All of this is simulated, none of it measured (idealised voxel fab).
The process module presented herein is designated voxel quadruple lines.
For reference, the cross-section in this document is cut, with width 235 nm and square cells of 5 nm.
Cross-section spec: square-cell grid; bands listed top down; each band is one or more rows.
The band entry comprises the height of the band's top followed by the height of its bottom, expressed in nm, and subsequently the band's materials from left to right, each stated together with its width in nm. Where a single material is marked with the word "everywhere", that material fills the band from edge to edge. The word "air" represents empty space.
The reference from which all heights are counted is 0, the level beneath which the as-received wafer is entirely one material; the lowest band, having no lower bound, proceeds downward and is written after the example "z 0 and below".
Width: "30 to 40" (first number = top row, second number = bottom row, same change from row to row of cells).
No cell of the cross-section changed in a step that is given as "identical to before".
"Closed void catalog": sealed empty spaces, 8 cells or more, no open way to top, listed width x height at distance, with distance from the left edge and width, height and distance in nm.
Whatever follows a step's settings on its line is a remark the simulator itself makes about that step.
overlay nm: for a step with a mask, the amount by which the mask lay right of where it was planned; a negative amount means left of it.

-- The following list gives the planned process steps
1 RECEIVE,material Si
2 CONFORMAL_DEP,material SiO2,thk nm 5
3 DIRECTIONAL_DEP,material Ru,thk nm 15
4 DIRECTIONAL_DEP,material polySi,thk nm 15
5 DIRECTIONAL_DEP,material aC,thk nm 25
6 PATTERN,tone cover,mask id MANDREL,material resist,width nm 25,pitch nm 80,thk nm 35,overlay nm 0
7 DIRECTIONAL_ETCH,etch materials aC,depth nm 25
8 STRIP,etch materials resist
9 CONFORMAL_DEP,material SiO2,thk nm 15
10 DIRECTIONAL_ETCH,etch materials SiO2,depth nm 15
11 STRIP,etch materials aC
12 DIRECTIONAL_ETCH,etch materials polySi,depth nm 15
13 STRIP,etch materials SiO2
14 CONFORMAL_DEP,material SiCN,thk nm 5
15 DIRECTIONAL_ETCH,etch materials SiCN,depth nm 5
16 STRIP,etch materials polySi
17 DIRECTIONAL_ETCH,etch materials Ru,depth nm 15
18 STRIP,etch materials SiCN

-- Account of the first of two wafers, which was processed as intended

-- Incoming wafer in cross-section (state: after step 1)
  z 0 and below: Si everywhere
  Closed void catalog: none

-- You're looking at a cross-section of the wafer after step 2
  z 5 to 0: SiO2 everywhere
  All layers under 0 are left as they were.

-- You're looking at a cross-section of the wafer after step 3
  z 20 to 5: Ru everywhere
  All layers under 5 are left as they were.

-- You're looking at a cross-section of the wafer after step 4
  z 35 to 20: polySi everywhere
  All layers under 20 are left as they were.

-- You're looking at a cross-section of the wafer after step 5
  z 60 to 35: aC everywhere
  All layers under 35 are left as they were.

-- You're looking at a cross-section of the wafer after step 6
  z 95 to 60: air (65); resist (25); air (55); resist (25); air (65)
  All layers under 60 are left as they were.

-- You're looking at a cross-section of the wafer after step 7
  z 70 to 60: air (65); resist (25); air (55); resist (25); air (65)
  z 60 to 35: air (65); aC (25); air (55); aC (25); air (65)
  All layers under 35 are left as they were.

-- You're looking at a cross-section of the wafer after step 8
  z 60 to 35: air (65); aC (25); air (55); aC (25); air (65)
  All layers under 35 are left as they were.

-- You're looking at a cross-section of the wafer after step 9
  z 75 to 60: air (50); SiO2 (55); air (25); SiO2 (55); air (50)
  z 60 to 50: air (50); SiO2 (15); aC (25); SiO2 (15); air (25); SiO2 (15); aC (25); SiO2 (15); air (50)
  z 50 to 35: SiO2 (65); aC (25); SiO2 (55); aC (25); SiO2 (65)
  All layers under 35 are left as they were.

-- You're looking at a cross-section of the wafer after step 10
  z 60 to 35: air (50); SiO2 (15); aC (25); SiO2 (15); air (25); SiO2 (15); aC (25); SiO2 (15); air (50)
  All layers under 35 are left as they were.

-- You're looking at a cross-section of the wafer after step 11
  z 60 to 35: air (50); SiO2 (15); air (25); SiO2 (15); air (25); SiO2 (15); air (25); SiO2 (15); air (50)
  All layers under 35 are left as they were.

-- You're looking at a cross-section of the wafer after step 12
  z 60 to 35: air (50); SiO2 (15); air (25); SiO2 (15); air (25); SiO2 (15); air (25); SiO2 (15); air (50)
  z 35 to 20: air (50); polySi (15); air (25); polySi (15); air (25); polySi (15); air (25); polySi (15); air (50)
  All layers under 20 are left as they were.

-- You're looking at a cross-section of the wafer after step 13
  z 35 to 20: air (50); polySi (15); air (25); polySi (15); air (25); polySi (15); air (25); polySi (15); air (50)
  All layers under 20 are left as they were.

-- You're looking at a cross-section of the wafer after step 14
  z 40 to 35: air (45); SiCN (25); air (15); SiCN (25); air (15); SiCN (25); air (15); SiCN (25); air (45)
  z 35 to 25: air (45); SiCN (5); polySi (15); SiCN (5); air (15); SiCN (5); polySi (15); SiCN (5); air (15); SiCN (5); polySi (15); SiCN (5); air (15); SiCN (5); polySi (15); SiCN (5); air (45)
  z 25 to 20: SiCN (50); polySi (15); SiCN (25); polySi (15); SiCN (25); polySi (15); SiCN (25); polySi (15); SiCN (50)
  All layers under 20 are left as they were.

-- You're looking at a cross-section of the wafer after step 15
  z 35 to 20: air (45); SiCN (5); polySi (15); SiCN (5); air (15); SiCN (5); polySi (15); SiCN (5); air (15); SiCN (5); polySi (15); SiCN (5); air (15); SiCN (5); polySi (15); SiCN (5); air (45)
  All layers under 20 are left as they were.

-- You're looking at a cross-section of the wafer after step 16
  z 35 to 20: air (45); SiCN (5); air (15); SiCN (5); air (15); SiCN (5); air (15); SiCN (5); air (15); SiCN (5); air (15); SiCN (5); air (15); SiCN (5); air (15); SiCN (5); air (45)
  All layers under 20 are left as they were.

-- You're looking at a cross-section of the wafer after step 17
  z 35 to 20: air (45); SiCN (5); air (15); SiCN (5); air (15); SiCN (5); air (15); SiCN (5); air (15); SiCN (5); air (15); SiCN (5); air (15); SiCN (5); air (15); SiCN (5); air (45)
  z 20 to 5: air (45); Ru (5); air (15); Ru (5); air (15); Ru (5); air (15); Ru (5); air (15); Ru (5); air (15); Ru (5); air (15); Ru (5); air (15); Ru (5); air (45)
  All layers under 5 are left as they were.

-- You're looking at a cross-section of the wafer after step 18
  z 20 to 5: air (45); Ru (5); air (15); Ru (5); air (15); Ru (5); air (15); Ru (5); air (15); Ru (5); air (15); Ru (5); air (15); Ru (5); air (15); Ru (5); air (45)
  All layers under 5 are left as they were.

-- Second wafer, same starting state and plan as the first, one mistake in the run, identical through step 5

-- Second wafer profile in section, at the moment step 6 of the plan was meant to be complete
  z 95 to 60: air (55); resist (25); air (55); resist (25); air (75)
  All layers under 60 are left as they were.

-- Second wafer profile in section, at the moment step 7 of the plan was meant to be complete
  z 70 to 60: air (55); resist (25); air (55); resist (25); air (75)
  z 60 to 35: air (55); aC (25); air (55); aC (25); air (75)
  All layers under 35 are left as they were.

-- Second wafer profile in section, at the moment step 8 of the plan was meant to be complete
  z 60 to 35: air (55); aC (25); air (55); aC (25); air (75)
  All layers under 35 are left as they were.

-- Second wafer profile in section, at the moment step 9 of the plan was meant to be complete
  z 75 to 60: air (40); SiO2 (55); air (25); SiO2 (55); air (60)
  z 60 to 50: air (40); SiO2 (15); aC (25); SiO2 (15); air (25); SiO2 (15); aC (25); SiO2 (15); air (60)
  z 50 to 35: SiO2 (55); aC (25); SiO2 (55); aC (25); SiO2 (75)
  All layers under 35 are left as they were.

-- Second wafer profile in section, at the moment step 10 of the plan was meant to be complete
  z 60 to 35: air (40); SiO2 (15); aC (25); SiO2 (15); air (25); SiO2 (15); aC (25); SiO2 (15); air (60)
  All layers under 35 are left as they were.

-- Second wafer profile in section, at the moment step 11 of the plan was meant to be complete
  z 60 to 35: air (40); SiO2 (15); air (25); SiO2 (15); air (25); SiO2 (15); air (25); SiO2 (15); air (60)
  All layers under 35 are left as they were.

-- Second wafer profile in section, at the moment step 12 of the plan was meant to be complete
  z 60 to 35: air (40); SiO2 (15); air (25); SiO2 (15); air (25); SiO2 (15); air (25); SiO2 (15); air (60)
  z 35 to 20: air (40); polySi (15); air (25); polySi (15); air (25); polySi (15); air (25); polySi (15); air (60)
  All layers under 20 are left as they were.

-- Second wafer profile in section, at the moment step 13 of the plan was meant to be complete
  z 35 to 20: air (40); polySi (15); air (25); polySi (15); air (25); polySi (15); air (25); polySi (15); air (60)
  All layers under 20 are left as they were.

-- Second wafer profile in section, at the moment step 14 of the plan was meant to be complete
  z 40 to 35: air (35); SiCN (25); air (15); SiCN (25); air (15); SiCN (25); air (15); SiCN (25); air (55)
  z 35 to 25: air (35); SiCN (5); polySi (15); SiCN (5); air (15); SiCN (5); polySi (15); SiCN (5); air (15); SiCN (5); polySi (15); SiCN (5); air (15); SiCN (5); polySi (15); SiCN (5); air (55)
  z 25 to 20: SiCN (40); polySi (15); SiCN (25); polySi (15); SiCN (25); polySi (15); SiCN (25); polySi (15); SiCN (60)
  All layers under 20 are left as they were.

-- Second wafer profile in section, at the moment step 15 of the plan was meant to be complete
  z 35 to 20: air (35); SiCN (5); polySi (15); SiCN (5); air (15); SiCN (5); polySi (15); SiCN (5); air (15); SiCN (5); polySi (15); SiCN (5); air (15); SiCN (5); polySi (15); SiCN (5); air (55)
  All layers under 20 are left as they were.

-- Second wafer profile in section, at the moment step 16 of the plan was meant to be complete
  z 35 to 20: air (35); SiCN (5); air (15); SiCN (5); air (15); SiCN (5); air (15); SiCN (5); air (15); SiCN (5); air (15); SiCN (5); air (15); SiCN (5); air (15); SiCN (5); air (55)
  All layers under 20 are left as they were.

-- Second wafer profile in section, at the moment step 17 of the plan was meant to be complete
  z 35 to 20: air (35); SiCN (5); air (15); SiCN (5); air (15); SiCN (5); air (15); SiCN (5); air (15); SiCN (5); air (15); SiCN (5); air (15); SiCN (5); air (15); SiCN (5); air (55)
  z 20 to 5: air (35); Ru (5); air (15); Ru (5); air (15); Ru (5); air (15); Ru (5); air (15); Ru (5); air (15); Ru (5); air (15); Ru (5); air (15); Ru (5); air (55)
  All layers under 5 are left as they were.

-- Second wafer profile in section, at the moment step 18 of the plan was meant to be complete
  z 20 to 5: air (35); Ru (5); air (15); Ru (5); air (15); Ru (5); air (15); Ru (5); air (15); Ru (5); air (15); Ru (5); air (15); Ru (5); air (15); Ru (5); air (55)
  All layers under 5 are left as they were.
Misprocessing identified: step 6 was not run as planned; what actually ran was PATTERN,tone cover,mask id MANDREL,material resist,width nm 25,pitch nm 80,thk nm 35,overlay nm -10
The two final wafers agree on how many cells each material fills and disagree on which cells those are.
